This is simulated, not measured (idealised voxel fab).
process module | voxel capacitor over wiring
cross-section cut | 275 nm wide | cells 5 nm
A cross-section is a grid of square cells, given in bands from the top down. A band is one or more rows of cells.
Each band's line starts with the height of the band's top and of its bottom, in nm. Then come its materials from left to right, each with its width in nm. One material with "throughout" fills the band from edge to edge. "air" is empty space.
Height 0 is the level under which the wafer as received is all one material. The lowest band goes on downwards, as in "0 down".
A width such as "30 to 40" changes by the same amount from each row of cells to the next, from the band's top row to its bottom row.
"no change" after a step means that no cell of the cross-section changed.
closed voids: empty space of 8 cells or more with no open way to the top, each as width x height at its distance from the left edge, in nm
after a step's settings: what the simulator itself notes on the step
overlay nm, on a step with a mask: how far to the right of its planned place the mask lay; to the left if negative
plan
1 op RECEIVE | material Si
2 op CONFORMAL_DEP | material SiO2 | thk nm 15
3 op CONFORMAL_DEP | material SiN | thk nm 5
4 op DIRECTIONAL_DEP | material SiO2 | thk nm 20
5 op MASKED_ETCH | tone open | mask id METAL_1 | width nm 20 | pitch nm 70 | etch materials SiO2 | depth nm 20 | overlay nm 0
6 op MASKED_ETCH | tone open | mask id METAL_1 | width nm 20 | pitch nm 70 | etch materials SiN | depth nm 5 | overlay nm 0
7 op CONFORMAL_DEP | material TiN | thk nm 5
8 op FILL_DEP | material W | thk nm 5
9 op CMP | height nm 40
10 op CONFORMAL_DEP | material SiCN | thk nm 5
11 op DIRECTIONAL_DEP | material lowk | thk nm 10
12 op PATTERN | tone open | mask id PLUG_1 | material resist | width nm 15 | thk nm 15 | overlay nm 0
13 op DIRECTIONAL_ETCH | etch materials lowk | depth nm 10
14 op DIRECTIONAL_ETCH | etch materials SiCN | depth nm 5
15 op STRIP | etch materials resist
16 op CONFORMAL_DEP | material TiN | thk nm 5
17 op FILL_DEP | material Cu | thk nm 10
18 op CMP | height nm 55
19 op DIRECTIONAL_DEP | material TiN | thk nm 10
20 op DIRECTIONAL_DEP | material SiN | thk nm 5
21 op DIRECTIONAL_DEP | material TiN | thk nm 10
22 op MASKED_ETCH | tone cover | mask id UPPER_PLATE | width nm 55 | etch materials TiN | depth nm 10 | overlay nm 0
23 op MASKED_ETCH | tone cover | mask id UPPER_PLATE | width nm 55 | etch materials SiN | depth nm 5 | overlay nm 0
24 op MASKED_ETCH | tone cover | mask id LOWER_PLATE | width nm 65 | etch materials TiN | depth nm 10 | overlay nm 0
25 op FILL_DEP | material SiO2 | thk nm 15
26 op CMP | height nm 90
27 op MASKED_ETCH | tone open | mask id PLUG_2 | width nm 15 | etch materials SiO2 | depth nm 10 | overlay nm 0
28 op CONFORMAL_DEP | material TiN | thk nm 5
29 op FILL_DEP | material W | thk nm 10
30 op CMP | height nm 90
31 op CONFORMAL_DEP | material SiN | thk nm 5
as received, after step 1
  0 down: Si throughout
  closed voids: none
first wafer at the end, as planned
  95 to 90: SiN throughout
  90 to 85: SiO2 105 | TiN 5 | W 5 | TiN 5 | SiO2 155
  85 to 80: SiO2 105 | TiN 15 | SiO2 155
  80 to 70: SiO2 95 | TiN 55 | SiO2 125
  70 to 65: SiO2 95 | SiN 55 | SiO2 125
  65 to 55: SiO2 90 | TiN 65 | SiO2 120
  55 to 45: lowk 95 | TiN 5 | Cu 5 | TiN 5 | lowk 165
  45 to 40: SiCN 95 | TiN 15 | SiCN 165
  40 to 20: SiO2 90 | TiN 5 | W 10 | TiN 5 | SiO2 50 | TiN 5 | W 10 | TiN 5 | SiO2 95
  20 to 15: SiN 90 | TiN 20 | SiN 50 | TiN 20 | SiN 95
  15 to 0: SiO2 throughout
  0 down: Si throughout
  closed voids: none
second wafer at the end: like start, like plan, one mistake
  95 to 90: SiN throughout
  90 to 85: SiO2 105 | TiN 5 | W 5 | TiN 5 | SiO2 155
  85 to 80: SiO2 105 | TiN 15 | SiO2 155
  80 to 70: SiO2 95 | TiN 55 | SiO2 125
  70 to 65: SiO2 95 | SiN 55 | SiO2 125
  65 to 55: SiO2 90 | TiN 65 | SiO2 120
  55 to 45: lowk 95 | TiN 5 | Cu 5 | TiN 5 | lowk 165
  45 to 40: SiCN 95 | TiN 15 | SiCN 165
  40 to 20: SiO2 90 | TiN 5 | SiO2 10 | TiN 5 | SiO2 50 | TiN 5 | SiO2 10 | TiN 5 | SiO2 95
  20 to 15: SiN 90 | TiN 20 | SiN 50 | TiN 20 | SiN 95
  15 to 0: SiO2 throughout
  0 down: Si throughout
  closed voids: none
what went wrong: step 8 ran as: op FILL_DEP | material SiO2 | thk nm 5
at the end the second wafer has, in cells: 16 more of SiO2 | 16 fewer of W
